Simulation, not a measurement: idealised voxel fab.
Process module in this document: voxel capacitor over wiring
It is cross-section cut that appears here, measuring 200 nm in width, its square cells being 5 nm in size.
Cross-section = grid of square cells, listed top down in bands; band = one or more rows.
The entry gives the band's vertical extent as a top height and a bottom height in nm, then its horizontal make-up as materials from left to right, each with a width in nm. "empty" stands for empty space; a single material marked "full width" fills the band edge to edge.
Measure heights from 0. That's the level where, below it, the as-received wafer is all one material. The lowest band is bottomless and extends downward; write it as in "0 down".
You'd read "30->40" like this: the band's top row of cells is as wide as the first number, its bottom row is as wide as the second, and going down, every row changes width by the same amount as the row before did.
"no change" for a step: no cell of the cross-section changed in that step.
Closed empty spaces (no open way to the top) of 8 cells or more are what "Closed internal cavities" lists, each as width x height at distance from the left edge, nm for all three.
What comes after the settings on a step's line is commentary from the simulator itself on that step.
Each step line may optionally specify "overlay nm", which for a step with a mask gives the rightward distance between the mask's planned place and where it lay, a negative value indicating the leftward direction.
PLANNED PROCESS STEPS
1) RECEIVE: material Si
2) CONFORMAL_DEP: material SiO2, thk nm 15
3) DIRECTIONAL_DEP: material TiN, thk nm 5
4) DIRECTIONAL_DEP: material W, thk nm 25
5) MASKED_ETCH: tone cover, mask id METAL_1, width nm 20, pitch nm 90, etch materials W, depth nm 25, overlay nm 0
6) MASKED_ETCH: tone cover, mask id METAL_1, width nm 20, pitch nm 90, etch materials TiN, depth nm 5, overlay nm 0
7) FILL_DEP: material SiO2, thk nm 10
8) CMP: height nm 45
9) CONFORMAL_DEP: material SiCN, thk nm 5
10) DIRECTIONAL_DEP: material SiO2, thk nm 20
11) DIRECTIONAL_DEP: material aC, thk nm 10
12) PATTERN: tone open, mask id PLUG_1, material resist, width nm 15, thk nm 25, overlay nm 0
13) DIRECTIONAL_ETCH: etch materials aC, depth nm 10
14) STRIP: etch materials resist
15) DIRECTIONAL_ETCH: etch materials SiO2, depth nm 20
16) DIRECTIONAL_ETCH: etch materials SiCN, depth nm 5
17) STRIP: etch materials aC
18) CONFORMAL_DEP: material TiN, thk nm 5
19) FILL_DEP: material W, thk nm 5
20) CMP: height nm 70
21) DIRECTIONAL_DEP: material TiN, thk nm 10
22) DIRECTIONAL_DEP: material HfO2, thk nm 5
23) DIRECTIONAL_DEP: material TiN, thk nm 5
24) DIRECTIONAL_DEP: material aC, thk nm 15
25) PATTERN: tone cover, mask id UPPER_PLATE, material resist, width nm 65, thk nm 30, overlay nm 0
26) DIRECTIONAL_ETCH: etch materials aC, depth nm 15
27) STRIP: etch materials resist
28) DIRECTIONAL_ETCH: etch materials TiN, depth nm 5
29) DIRECTIONAL_ETCH: etch materials HfO2, depth nm 5
30) STRIP: etch materials aC
31) PATTERN: tone cover, mask id LOWER_PLATE, material resist, width nm 85, thk nm 20, overlay nm 0
32) DIRECTIONAL_ETCH: etch materials TiN, depth nm 10
33) STRIP: etch materials resist
34) FILL_DEP: material SiO2, thk nm 20
35) CMP: height nm 105
36) DIRECTIONAL_DEP: material aC, thk nm 15
37) PATTERN: tone open, mask id PLUG_2, material resist, width nm 15, thk nm 35, overlay nm 0
38) DIRECTIONAL_ETCH: etch materials aC, depth nm 15
39) STRIP: etch materials resist
40) DIRECTIONAL_ETCH: etch materials SiO2, depth nm 15
41) STRIP: etch materials aC
42) CONFORMAL_DEP: material TiN, thk nm 5
43) FILL_DEP: material Cu, thk nm 5
44) CMP: height nm 105
45) CONFORMAL_DEP: material SiN, thk nm 5
For clarity, it should be stated that the wafers under discussion commence in an identical condition and differ with respect to the width nm of step 25, the plan indicating the value that the first wafer had.
CROSS-SECTIONAL VIEW OF THE FIRST OF SEVERAL WAFERS IN THE AS-RECEIVED CONDITION, CORRESPONDING TO THE STATE FOLLOWING STEP 1
  0 down = Si full width
  Closed internal cavities: none
END OF THE MODULE, PAST ITS LAST STEP, STEP 45: HOW THE FIRST OF SEVERAL WAFERS LOOKS IN CROSS-SECTION
  110 to 105 = SiN full width
  105 to 95 = SiO2 60  TiN 5  Cu 5  TiN 5  SiO2 125
  95 to 85 = SiO2 60->55  TiN 15->65  SiO2 125->80
  85 to 80 = SiO2 55  HfO2 65  SiO2 80
  80 to 70 = SiO2 45  TiN 85  SiO2 70
  70 to 50 = SiO2 50  TiN 5  W 5  TiN 5  SiO2 135
  50 to 45 = SiCN 50  TiN 15  SiCN 135
  45 to 20 = SiO2 45  W 20  SiO2 70  W 20  SiO2 45
  20 to 15 = SiO2 45  TiN 20  SiO2 70  TiN 20  SiO2 45
  15 to 0 = SiO2 full width
  0 down = Si full width
  Closed internal cavities: none
CROSS-SECTIONAL VIEW OF THE FINAL WAFER OF SEVERAL AT THE MODULE'S END
  110 to 105 = SiN full width
  105 to 95 = SiO2 60  TiN 5  Cu 5  TiN 5  SiO2 125
  95 to 85 = SiO2 60->45  TiN 15->85  SiO2 125->70
  85 to 80 = SiO2 45  HfO2 90  SiO2 65
  80 to 70 = SiO2 45  TiN 90  SiO2 65
  70 to 50 = SiO2 50  TiN 5  W 5  TiN 5  SiO2 135
  50 to 45 = SiCN 50  TiN 15  SiCN 135
  45 to 20 = SiO2 45  W 20  SiO2 70  W 20  SiO2 45
  20 to 15 = SiO2 45  TiN 20  SiO2 70  TiN 20  SiO2 45
  15 to 0 = SiO2 full width
  0 down = Si full width
  Closed internal cavities: none
ROW PER WAFER, END-OF-MODULE: CELL GAIN (+)/LOSS (-) BY MATERIAL SINCE THE WAFER CAME IN, THEN CLOSED VOIDS
width nm 65, +2 Cu, +13 HfO2, +37 SiCN, +40 SiN, +671 SiO2, +73 TiN, +44 W, Closed internal cavities: none
width nm 70, +2 Cu, +14 HfO2, +37 SiCN, +40 SiN, +669 SiO2, +74 TiN, +44 W, Closed internal cavities: none
width nm 75, +2 Cu, +15 HfO2, +37 SiCN, +40 SiN, +667 SiO2, +75 TiN, +44 W, Closed internal cavities: none
width nm 80, +2 Cu, +16 HfO2, +37 SiCN, +40 SiN, +665 SiO2, +76 TiN, +44 W, Closed internal cavities: none
width nm 85, +2 Cu, +17 HfO2, +37 SiCN, +40 SiN, +663 SiO2, +77 TiN, +44 W, Closed internal cavities: none
width nm 90, +2 Cu, +18 HfO2, +37 SiCN, +40 SiN, +660 SiO2, +79 TiN, +44 W, Closed internal cavities: none
